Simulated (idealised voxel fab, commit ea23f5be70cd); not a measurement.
The following is a process module called voxel wiring stack.
We display cut, a cross-section 220 nm in width whose square cells are each 5 nm.
When this document writes out a cross-section, it uses a grid of square cells and lists it as bands, beginning at the top and moving down, with a band standing for one or more rows of cells. Band: top and bottom heights (nm) first, top before bottom; then materials from left to right, widths in nm. "throughout" marks a sole material filling the band edge to edge. "air" denotes empty space. It should be noted that heights are counted from 0, beneath which the wafer as supplied is of one material throughout, and that the lowest band possesses no lower boundary but continues downward, as written in "0..down". Width: "30 to 40" (first number = top row, second number = bottom row, same change from row to row of cells). Step marked "nothing different"? Then no cell in the cross-section changed in it. "Cavities, sealed" enumerates empty spaces isolated from the top, with no open way to it, that contain at least 8 cells, giving each as width x height at distance from the left edge, all three in nm. The remark found on a step's line after its settings is issued by the simulator itself and pertains to that step. The optional step-line setting "overlay nm" applies to steps with a mask and quantifies how far to the right of its planned location the mask lay, a negative value indicating leftward placement.
This section lists the process steps that were planned
| 1 | RECEIVE | material Si |
| 2 | CONFORMAL_DEP | material SiO2 | thk nm 15 |
| 3 | CONFORMAL_DEP | material SiN | thk nm 5 |
| 4 | DIRECTIONAL_DEP | material SiO2 | thk nm 25 |
| 5 | DIRECTIONAL_DEP | material aC | thk nm 15 |
| 6 | PATTERN | tone open | mask id METAL_1 | material resist | width nm 20 | pitch nm 45 | thk nm 35 | overlay nm 0 |
| 7 | DIRECTIONAL_ETCH | etch materials aC | depth nm 15 |
| 8 | STRIP | etch materials resist |
| 9 | DIRECTIONAL_ETCH | etch materials SiO2 | depth nm 25 |
| 10 | DIRECTIONAL_ETCH | etch materials SiN | depth nm 5 |
| 11 | STRIP | etch materials aC |
| 12 | CONFORMAL_DEP | material TiN | thk nm 5 |
| 13 | FILL_DEP | material Ru | thk nm 10 |
| 14 | CMP | height nm 45 |
| 15 | EPI | material Ru | thk nm 5 |
| 16 | FILL_DEP | material SiCN | thk nm 5 |
| 17 | DIRECTIONAL_DEP | material lowk | thk nm 10 |
| 18 | PATTERN | tone open | mask id PLUG_1 | material resist | width nm 15 | pitch nm 90 | thk nm 15 | overlay nm 0 |
| 19 | DIRECTIONAL_ETCH | etch materials lowk | depth nm 10 |
| 20 | DIRECTIONAL_ETCH | etch materials SiCN | depth nm 5 |
| 21 | STRIP | etch materials resist |
| 22 | EPI | material Ru | thk nm 10 |
| 23 | EPI | material Ru | thk nm 5 |
| 24 | DIRECTIONAL_DEP | material TiN | thk nm 5 |
| 25 | DIRECTIONAL_DEP | material Ru | thk nm 20 |
| 26 | DIRECTIONAL_DEP | material aC | thk nm 10 |
| 27 | PATTERN | tone cover | mask id METAL_2 | material resist | width nm 20 | pitch nm 45 | thk nm 30 | overlay nm 0 |
| 28 | DIRECTIONAL_ETCH | etch materials aC | depth nm 10 |
| 29 | STRIP | etch materials resist |
| 30 | DIRECTIONAL_ETCH | etch materials Ru | depth nm 20 |
| 31 | DIRECTIONAL_ETCH | etch materials TiN | depth nm 5 |
| 32 | STRIP | etch materials aC |
| 33 | CONFORMAL_DEP | material SiN | thk nm 5 |
| 34 | FILL_DEP | material lowk | thk nm 10 |
| 35 | CMP | height nm 90 |
| 36 | CONFORMAL_DEP | material SiCN | thk nm 5 |
| 37 | DIRECTIONAL_DEP | material SiO2 | thk nm 10 |
| 38 | PATTERN | tone open | mask id PLUG_2 | material resist | width nm 15 | pitch nm 90 | thk nm 20 | overlay nm 0 |
| 39 | DIRECTIONAL_ETCH | etch materials SiO2 | depth nm 10 |
| 40 | DIRECTIONAL_ETCH | etch materials SiCN | depth nm 5 |
| 41 | STRIP | etch materials resist |
| 42 | EPI | material Ru | thk nm 10 |
| 43 | EPI | material Ru | thk nm 5 |
| 44 | CONFORMAL_DEP | material SiCN | thk nm 5 |
| 45 | DIRECTIONAL_DEP | material lowk | thk nm 25 |
| 46 | MASKED_ETCH | tone open | mask id METAL_3 | width nm 20 | pitch nm 45 | etch materials lowk | depth nm 25 | overlay nm 0 |
| 47 | MASKED_ETCH | tone open | mask id METAL_3 | width nm 20 | pitch nm 45 | etch materials SiCN | depth nm 5 | overlay nm 0 |
| 48 | CONFORMAL_DEP | material TiN | thk nm 5 |
| 49 | FILL_DEP | material Ru | thk nm 5 |
| 50 | CMP | height nm 135 |
| 51 | CONFORMAL_DEP | material SiCN | thk nm 5 |
This is the cross-section of the wafer as we received it, i.e. after step 1
- 0..down  Si throughout
- Cavities, sealed: none
Wafer cross-section at module end: first of two, run to plan
- 140..135  SiCN throughout
- 135..110  lowk: 30, TiN: 5, Ru: 10, TiN: 5, lowk: 25, TiN: 5, Ru: 10, TiN: 5, lowk: 25, TiN: 5, Ru: 10, TiN: 5, lowk: 25, TiN: 5, Ru: 10, TiN: 5, lowk: 35
- 110..105  SiCN: 30, TiN: 20, SiCN: 25, TiN: 20, SiCN: 25, TiN: 20, SiCN: 25, TiN: 20, SiCN: 35
- 105..95  SiO2: 30, Ru: 15, SiO2: 75, Ru: 15, SiO2: 85
- 95..90  SiCN: 30, Ru: 15, SiCN: 75, Ru: 15, SiCN: 85
- 90..70  lowk: 25, SiN: 5, Ru: 20, SiN: 5, lowk: 15, SiN: 5, Ru: 20, SiN: 5, lowk: 15, SiN: 5, Ru: 20, SiN: 5, lowk: 15, SiN: 5, Ru: 20, SiN: 5, lowk: 30
- 70..65  SiN: 30, TiN: 20, SiN: 25, TiN: 20, SiN: 25, TiN: 20, SiN: 25, TiN: 20, SiN: 35
- 65..55  lowk: 30, Ru: 15, lowk: 75, Ru: 15, lowk: 85
- 55..50  SiCN: 30, Ru: 15, SiCN: 75, Ru: 15, SiCN: 85
- 50..45  SiCN: 25, Ru: 30, SiCN: 15, Ru: 30, SiCN: 15, Ru: 30, SiCN: 15, Ru: 30, SiCN: 30
- 45..20  SiO2: 30, TiN: 5, Ru: 10, TiN: 5, SiO2: 25, TiN: 5, Ru: 10, TiN: 5, SiO2: 25, TiN: 5, Ru: 10, TiN: 5, SiO2: 25, TiN: 5, Ru: 10, TiN: 5, SiO2: 35
- 20..15  SiN: 30, TiN: 20, SiN: 25, TiN: 20, SiN: 25, TiN: 20, SiN: 25, TiN: 20, SiN: 35
- 15..0  SiO2 throughout
- 0..down  Si throughout
- Cavities, sealed: none
Cross-sectional view: second of two wafers, end of module; start and plan identical to the first, one mistake in running
- 140..135  SiCN throughout
- 135..110  lowk: 30, TiN: 5, Ru: 10, TiN: 5, lowk: 25, TiN: 5, Ru: 10, TiN: 5, lowk: 25, TiN: 5, Ru: 10, TiN: 5, lowk: 25, TiN: 5, Ru: 10, TiN: 5, lowk: 35
- 110..105  SiCN: 30, TiN: 20, SiCN: 25, TiN: 20, SiCN: 25, TiN: 20, SiCN: 25, TiN: 20, SiCN: 35
- 105..95  SiO2: 30, Ru: 15, SiO2: 75, Ru: 15, SiO2: 85
- 95..90  SiCN: 30, Ru: 15, SiCN: 75, Ru: 15, SiCN: 85
- 90..70  lowk: 25, SiN: 5, Ru: 20, SiN: 5, lowk: 15, SiN: 5, Ru: 20, SiN: 5, lowk: 15, SiN: 5, Ru: 20, SiN: 5, lowk: 15, SiN: 5, Ru: 20, SiN: 5, lowk: 30
- 70..65  SiN: 30, TiN: 20, SiN: 25, TiN: 20, SiN: 25, TiN: 20, SiN: 25, TiN: 20, SiN: 35
- 65..55  lowk: 30, Ru: 15, lowk: 75, Ru: 15, lowk: 85
- 55..50  SiCN: 30, Ru: 15, SiCN: 75, Ru: 15, SiCN: 85
- 50..45  SiCN: 20, Ru: 40, SiCN: 5, Ru: 40, SiCN: 5, Ru: 40, SiCN: 5, Ru: 40, SiCN: 25
- 45..20  SiO2: 25, TiN: 5, Ru: 20, TiN: 5, SiO2: 15, TiN: 5, Ru: 20, TiN: 5, SiO2: 15, TiN: 5, Ru: 20, TiN: 5, SiO2: 15, TiN: 5, Ru: 20, TiN: 5, SiO2: 30
- 20..15  SiN: 25, TiN: 30, SiN: 15, TiN: 30, SiN: 15, TiN: 30, SiN: 15, TiN: 30, SiN: 30
- 15..0  SiO2 throughout
- 0..down  Si throughout
- Cavities, sealed: none
Diagnosis: for step 6, the planned setting was not used; the step was instead run as PATTERN | tone open | mask id METAL_1 | material resist | width nm 30 | pitch nm 45 | thk nm 35 | overlay nm 0
Materials where the second wafer ends with more or fewer cells than the first: 48 more of Ru | 8 fewer of SiCN | 8 fewer of SiN | 40 fewer of SiO2 | 8 more of TiN
